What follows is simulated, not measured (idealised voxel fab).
Process module name: voxel ribs on slabs
Square cell edge 5 nm, section width 290 nm, ID cut.
When this document writes out a cross-section, it uses a grid of square cells and lists it as bands, beginning at the top and moving down, with a band standing for one or more rows of cells. Band entry format. Leading values: height of top, height of bottom, nm. Remainder: materials in left-to-right order, each with its width in nm. Special words: "full width" on a single material, which then fills the band edge to edge; "empty", empty space. Below 0: as-received wafer, all one material; heights counted from there. Lowest band: no bottom, goes on down, written "z 0 and below". With a width like "30->40", each row of cells in the band differs from the next by the same amount, the top row carrying the first number and the bottom row the second. You'll sometimes find "everything unchanged" written for a step, and that's the way of saying that nowhere in the cross-section did a cell change during that step. Any empty space of 8 cells or more lacking an open way to the top shows up in "Closed void catalog" as width x height at distance, distance from the left edge, in nm. The remark found on a step's line after its settings is issued by the simulator itself and pertains to that step. The optional step-line setting "overlay nm" applies to steps with a mask and quantifies how far to the right of its planned location the mask lay, a negative value indicating leftward placement.
Planned process steps:
- 1: RECEIVE: material Si
- 2: DIRECTIONAL_DEP: material SiO2, thk nm 25
- 3: DIRECTIONAL_DEP: material polySi, thk nm 20
- 4: DIRECTIONAL_DEP: material aC, thk nm 15
- 5: PATTERN: tone cover, mask id RIB, material resist, width nm 25, thk nm 35, overlay nm 0
- 6: DIRECTIONAL_ETCH: etch materials aC, depth nm 15
- 7: STRIP: etch materials resist
- 8: DIRECTIONAL_ETCH: etch materials polySi, depth nm 5
- 9: STRIP: etch materials aC
- 10: DIRECTIONAL_DEP: material aC, thk nm 15
- 11: PATTERN: tone cover, mask id SLAB, material resist, width nm 85, thk nm 30, overlay nm 0
- 12: DIRECTIONAL_ETCH: etch materials aC, depth nm 15
- 13: STRIP: etch materials resist
- 14: DIRECTIONAL_ETCH: etch materials polySi, depth nm 15
- 15: STRIP: etch materials aC
- 16: FILL_DEP: material SiO2, thk nm 20
- 17: CMP: height nm 55
- 18: DIRECTIONAL_DEP: material TiN, thk nm 10
- 19: PATTERN: tone cover, mask id HEATER, material resist, width nm 35, thk nm 20, overlay nm 0
- 20: DIRECTIONAL_ETCH: etch materials TiN, depth nm 10
- 21: STRIP: etch materials resist
- 22: CONFORMAL_DEP: material SiO2, thk nm 10
Cross-section of the wafer at receipt, which is the condition after step 1:
- z 0 and below: Si full width
- Closed void catalog: none
Starting wafer: above. Plan: above. Run: one mistake. Cross-section after the module: below:
- z 65 to 55: 125 nm empty, 35 nm TiN, 130 nm empty
- z 55 to 45: SiO2 full width
- z 45 to 40: 130 nm SiO2, 25 nm polySi, 135 nm SiO2
- z 40 to 25: 100 nm SiO2, 85 nm polySi, 105 nm SiO2
- z 25 to 0: SiO2 full width
- z 0 and below: Si full width
- Closed void catalog: none
Deviation noted in wafer processing: plan step 22 skipped
